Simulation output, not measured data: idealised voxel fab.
process module | voxel transistor to metal
cross-section cut | 205 nm wide | cells 5 nm
A cross-section is a grid of square cells, given in bands from the top down. A band is one or more rows of cells.
Each band's line starts with the height of the band's top and of its bottom, in nm. Then come its materials from left to right, each with its width in nm. One material with "throughout" fills the band from edge to edge. "air" is empty space.
Height 0 is the level under which the wafer as received is all one material. The lowest band goes on downwards, as in "0 down".
A width such as "30 to 40" changes by the same amount from each row of cells to the next, from the band's top row to its bottom row.
"no change" after a step means that no cell of the cross-section changed.
closed voids: empty space of 8 cells or more with no open way to the top, each as width x height at its distance from the left edge, in nm
after a step's settings: what the simulator itself notes on the step
overlay nm, on a step with a mask: how far to the right of its planned place the mask lay; to the left if negative
plan
1 op RECEIVE | material Si
2 op CONFORMAL_DEP | material SiO2 | thk nm 5
3 op CONFORMAL_DEP | material SiN | thk nm 15
4 op MASKED_ETCH | tone cover | mask id ACTIVE | width nm 95 | etch materials SiN | depth nm 15 | overlay nm 0
5 op MASKED_ETCH | tone cover | mask id ACTIVE | width nm 95 | etch materials SiO2 | depth nm 5 | overlay nm 0
6 op MASKED_ETCH | tone cover | mask id ACTIVE | width nm 95 | etch materials Si | depth nm 25 | overlay nm 0
7 op FILL_DEP | material SiO2 | thk nm 15
8 op CMP | height nm 20
9 op SELECTIVE_ETCH | etch materials SiO2 | depth nm 15
10 op STRIP | etch materials SiN
11 op SELECTIVE_ETCH | etch materials SiO2 | depth nm 5
12 op OXIDIZE | depth nm 5
13 op DIRECTIONAL_DEP | material polySi | thk nm 30
14 op DIRECTIONAL_DEP | material SiCN | thk nm 15
15 op DIRECTIONAL_DEP | material aC | thk nm 15
16 op PATTERN | tone cover | mask id GATE | material resist | width nm 15 | thk nm 35 | overlay nm 0
17 op DIRECTIONAL_ETCH | etch materials aC | depth nm 15
18 op STRIP | etch materials resist
19 op DIRECTIONAL_ETCH | etch materials SiCN | depth nm 25
20 op DIRECTIONAL_ETCH | etch materials polySi | depth nm 40
21 op STRIP | etch materials aC
22 op CONFORMAL_DEP | material SiN | thk nm 5
23 op DIRECTIONAL_ETCH | etch materials SiN | depth nm 5
24 op DIRECTIONAL_ETCH | etch materials SiO2 | depth nm 5
25 op DIRECTIONAL_ETCH | etch materials Si | depth nm 15
26 op EPI | material pSi | thk nm 20
27 op FILL_DEP | material SiO2 | thk nm 5
28 op CMP | height nm 45
29 op DIRECTIONAL_DEP | material SiO2 | thk nm 15
30 op PATTERN | tone open | mask id CONTACT | material resist | width nm 20 | pitch nm 65 | thk nm 15 | overlay nm 0
31 op DIRECTIONAL_ETCH | etch materials SiO2 | depth nm 60
32 op STRIP | etch materials resist
33 op CONFORMAL_DEP | material TiN | thk nm 5
34 op FILL_DEP | material W | thk nm 10
35 op CMP | height nm 60
36 op CONFORMAL_DEP | material SiCN | thk nm 5
37 op DIRECTIONAL_DEP | material lowk | thk nm 20
38 op MASKED_ETCH | tone open | mask id METAL_1 | width nm 20 | pitch nm 65 | etch materials lowk | depth nm 20 | overlay nm 0
39 op MASKED_ETCH | tone open | mask id METAL_1 | width nm 20 | pitch nm 65 | etch materials SiCN | depth nm 5 | overlay nm 0
40 op CONFORMAL_DEP | material TiN | thk nm 5
41 op FILL_DEP | material Cu | thk nm 5
42 op CMP | height nm 85
43 op CONFORMAL_DEP | material SiCN | thk nm 5
44 op DIRECTIONAL_DEP | material SiO2 | thk nm 30
45 op PATTERN | tone open | mask id METAL_2_HOLES | material resist | width nm 15 | pitch nm 65 | thk nm 15 | overlay nm 0
46 op DIRECTIONAL_ETCH | etch materials SiO2 | depth nm 30
47 op STRIP | etch materials resist
48 op MASKED_ETCH | tone open | mask id METAL_2 | width nm 20 | pitch nm 65 | etch materials SiO2 | depth nm 15 | overlay nm 0
49 op MASKED_ETCH | tone open | mask id METAL_2 | width nm 20 | pitch nm 65 | etch materials SiCN | depth nm 5 | overlay nm 0
50 op CONFORMAL_DEP | material TiN | thk nm 5
51 op FILL_DEP | material Cu | thk nm 10
52 op CMP | height nm 120
53 op CONFORMAL_DEP | material SiCN | thk nm 5
as received, after step 1
  0 down: Si throughout
  closed voids: none
first wafer at the end, as planned
  125 to 120: SiCN throughout
  120 to 110: SiO2 60 | TiN 5 | Cu 10 | TiN 5 | SiO2 45 | TiN 5 | Cu 10 | TiN 5 | SiO2 60
  110 to 105: SiO2 60 | TiN 5 | Cu 5 | TiN 10 | SiO2 45 | TiN 5 | Cu 5 | TiN 10 | SiO2 60
  105 to 90: SiO2 60 | TiN 5 | Cu 5 | TiN 5 | SiO2 50 | TiN 5 | Cu 5 | TiN 5 | SiO2 65
  90 to 85: SiCN 60 | TiN 15 | SiCN 50 | TiN 15 | SiCN 65
  85 to 65: lowk 60 | TiN 5 | Cu 10 | TiN 5 | lowk 45 | TiN 5 | Cu 10 | TiN 5 | lowk 60
  65 to 60: SiCN 60 | TiN 20 | SiCN 45 | TiN 20 | SiCN 60
  60 to 45: SiO2 60 | TiN 5 | W 10 | TiN 5 | SiO2 45 | TiN 5 | W 10 | TiN 5 | SiO2 60
  45 to 30: SiO2 60 | TiN 5 | W 10 | TiN 5 | SiO2 10 | SiN 5 | SiCN 15 | SiN 5 | SiO2 10 | TiN 5 | W 10 | TiN 5 | SiO2 60
  30 to 20: SiO2 60 | TiN 5 | W 10 | TiN 5 | SiO2 10 | SiN 5 | polySi 15 | SiN 5 | SiO2 10 | TiN 5 | W 10 | TiN 5 | SiO2 60
  20 to 15: SiO2 60 | TiN 20 | SiO2 10 | SiN 5 | polySi 15 | SiN 5 | SiO2 10 | TiN 20 | SiO2 60
  15 to 0: SiO2 60 | TiN 10 | pSi 20 | SiN 5 | polySi 15 | SiN 5 | pSi 20 | TiN 10 | SiO2 60
  0 to -5: SiO2 50 | pSi 40 | SiO2 25 | pSi 40 | SiO2 50
  -5 to -20: SiO2 55 | pSi 35 | Si 25 | pSi 35 | SiO2 55
  -20 to -25: SiO2 55 | Si 95 | SiO2 55
  -25 down: Si throughout
  closed voids: none
second wafer at the end: like start, like plan, one mistake
  125 to 120: SiCN throughout
  120 to 110: SiO2 60 | TiN 5 | Cu 10 | TiN 5 | SiO2 45 | TiN 5 | Cu 10 | TiN 5 | SiO2 60
  110 to 105: SiO2 60 | TiN 5 | Cu 5 | TiN 10 | SiO2 45 | TiN 5 | Cu 5 | TiN 10 | SiO2 60
  105 to 90: SiO2 60 | TiN 5 | Cu 5 | TiN 5 | SiO2 50 | TiN 5 | Cu 5 | TiN 5 | SiO2 65
  90 to 85: SiCN 60 | TiN 15 | SiCN 50 | TiN 15 | SiCN 65
  85 to 65: lowk 60 | TiN 5 | Cu 10 | TiN 5 | lowk 45 | TiN 5 | Cu 10 | TiN 5 | lowk 60
  65 to 60: SiCN 60 | TiN 20 | SiCN 45 | TiN 20 | SiCN 60
  60 to 45: SiO2 60 | TiN 5 | W 10 | TiN 5 | SiO2 45 | TiN 5 | W 10 | TiN 5 | SiO2 60
  45 to 30: SiO2 60 | TiN 5 | W 10 | TiN 5 | SiO2 10 | SiN 5 | SiCN 15 | SiN 5 | SiO2 10 | TiN 5 | W 10 | TiN 5 | SiO2 60
  30 to 20: SiO2 60 | TiN 5 | W 10 | TiN 5 | SiO2 10 | SiN 5 | polySi 15 | SiN 5 | SiO2 10 | TiN 5 | W 10 | TiN 5 | SiO2 60
  20 to 15: SiO2 60 | TiN 20 | SiO2 10 | SiN 5 | polySi 15 | SiN 5 | SiO2 10 | TiN 20 | SiO2 60
  15 to 0: SiO2 70 | pSi 20 | SiN 5 | polySi 15 | SiN 5 | pSi 20 | SiO2 70
  0 to -5: SiO2 50 | pSi 40 | SiO2 25 | pSi 40 | SiO2 50
  -5 to -20: SiO2 55 | pSi 35 | Si 25 | pSi 35 | SiO2 55
  -20 to -25: SiO2 55 | Si 95 | SiO2 55
  -25 down: Si throughout
  closed voids: none
what went wrong: step 29 was run twice
at the end the second wafer has, in cells: 12 more of SiO2 | 12 fewer of TiN
